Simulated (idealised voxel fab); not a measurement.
Documented hereafter: the process module known as voxel fin reveal.
Cross-section cut: width 220 nm, square cells of 5 nm.
Square cells in a grid make up a cross-section in this document, and the grid is given as bands, listed from the top down, each one or more rows of cells.
In this notation a band is specified by the heights of its top and bottom, in that order and in nm, after which its materials appear from left to right, each paired with its width in nm. The word "throughout" attached to a single material means that material fills the band from edge to edge; the word "air" stands for empty space.
Beneath 0, the wafer as received is one material, and that level is where height counting begins. The lowest band goes on downward without a bottom; it is written like "from 0 down".
A two-number width, for instance "30..40", indicates that the width is equal to the first number in the top row of the band and to the second number in the bottom row, and that it changes by a constant amount per row of cells.
"remained the same" means the step left every cell of the cross-section as it was.
"Closed void listing" - sealed voids, min. 8 cells, no opening to top; format: width x height at distance (distance from left edge; nm throughout).
Whatever follows a step's settings on its line is a remark the simulator itself makes about that step.
overlay nm: on a step with a mask, how far right of its planned place the mask lay; negative means left.
[Here's what the planned process steps look like]
1) RECEIVE,material Si
2) CONFORMAL_DEP,material SiN,thk nm 10
3) MASKED_ETCH,tone cover,mask id FINS,width nm 15,pitch nm 45,etch materials SiN,depth nm 10,overlay nm 0
4) MASKED_ETCH,tone cover,mask id FINS,width nm 15,pitch nm 45,etch materials Si,depth nm 35,overlay nm 0
5) OXIDIZE,depth nm 5
6) FILL_DEP,material SiO2,thk nm 10
7) CMP,height nm 10
8) SELECTIVE_ETCH,etch materials SiO2,depth nm 35
9) STRIP,etch materials SiN
[First of the two wafers, run per plan]
[Cross-section: wafer on arrival = after step 1]
  from 0 down  Si throughout
  Closed void listing: none
[Step 2 done - wafer cross-section]
  from 10 to 0  SiN throughout
  Whatever lies below 0 is exactly as it was before.
[Step 3 done - wafer cross-section]
  from 10 to 0  80 of air, then 15 of SiN, then 30 of air, then 15 of SiN, then 80 of air
  Whatever lies below 0 is exactly as it was before.
[Step 4 done - wafer cross-section]
  from 10 to 0  80 of air, then 15 of SiN, then 30 of air, then 15 of SiN, then 80 of air
  from 0 to -35  80 of air, then 15 of Si, then 30 of air, then 15 of Si, then 80 of air
  Whatever lies below -35 is exactly as it was before.
[Step 5 done - wafer cross-section]
  from 10 to 0  80 of air, then 15 of SiN, then 30 of air, then 15 of SiN, then 80 of air
  from 0 to -35  80 of air, then 5 of SiO2, then 5 of Si, then 5 of SiO2, then 30 of air, then 5 of SiO2, then 5 of Si, then 5 of SiO2, then 80 of air
  from -35 to -40  85 of SiO2, then 5 of Si, then 40 of SiO2, then 5 of Si, then 85 of SiO2
  Whatever lies below -40 is exactly as it was before.
[Step 6 done - wafer cross-section]
  from 20 to 10  SiO2 throughout
  from 10 to 0  80 of SiO2, then 15 of SiN, then 30 of SiO2, then 15 of SiN, then 80 of SiO2
  from 0 to -40  85 of SiO2, then 5 of Si, then 40 of SiO2, then 5 of Si, then 85 of SiO2
  Whatever lies below -40 is exactly as it was before.
[Step 7 done - wafer cross-section]
  from 10 to 0  80 of SiO2, then 15 of SiN, then 30 of SiO2, then 15 of SiN, then 80 of SiO2
  Whatever lies below 0 is exactly as it was before.
[Step 8 done - wafer cross-section]
  from 10 to 0  80 of air, then 15 of SiN, then 30 of air, then 15 of SiN, then 80 of air
  from 0 to -25  85 of air, then 5 of Si, then 40 of air, then 5 of Si, then 85 of air
  Whatever lies below -25 is exactly as it was before.
[Step 9 done - wafer cross-section]
  from 0 to -25  85 of air, then 5 of Si, then 40 of air, then 5 of Si, then 85 of air
  Whatever lies below -25 is exactly as it was before.
[The second wafer was prepared from the same starting point and under the same plan as the first; its processing contained one mistake, and it remains indistinguishable from the first wafer up to and including step 2]
[The second wafer cut through, at the time step 3 was supposed to be finished]
  from 10 to 0  80 of SiN, then 15 of air, then 30 of SiN, then 15 of air, then 80 of SiN
  Whatever lies below 0 is exactly as it was before.
The second wafer cut through, at the time step 4 was supposed to be finished: remained the same
[The second wafer cut through, at the time step 5 was supposed to be finished]
  from 10 to 0  80 of SiN, then 15 of air, then 30 of SiN, then 15 of air, then 80 of SiN
  from 0 to -5  75 of Si, then 25 of SiO2, then 20 of Si, then 25 of SiO2, then 75 of Si
  Whatever lies below -5 is exactly as it was before.
[The second wafer cut through, at the time step 6 was supposed to be finished]
  from 20 to 10  SiO2 throughout
  from 10 to 0  80 of SiN, then 15 of SiO2, then 30 of SiN, then 15 of SiO2, then 80 of SiN
  Whatever lies below 0 is exactly as it was before.
[The second wafer cut through, at the time step 7 was supposed to be finished]
  from 10 to 0  80 of SiN, then 15 of SiO2, then 30 of SiN, then 15 of SiO2, then 80 of SiN
  Whatever lies below 0 is exactly as it was before.
[The second wafer cut through, at the time step 8 was supposed to be finished]
  from 10 to 0  80 of SiN, then 15 of air, then 30 of SiN, then 15 of air, then 80 of SiN
  from 0 to -5  75 of Si, then 25 of air, then 20 of Si, then 25 of air, then 75 of Si
  Whatever lies below -5 is exactly as it was before.
[The second wafer cut through, at the time step 9 was supposed to be finished]
  from 0 to -5  75 of Si, then 25 of air, then 20 of Si, then 25 of air, then 75 of Si
  Whatever lies below -5 is exactly as it was before.
What went wrong in running the wafer? step 3 did not happen as planned, as run it was MASKED_ETCH,tone open,mask id FINS,width nm 15,pitch nm 45,etch materials SiN,depth nm 10,overlay nm 0
Final difference in cells, second wafer against first, listed per material as more or fewer: Si: 326 more | SiO2: 126 fewer
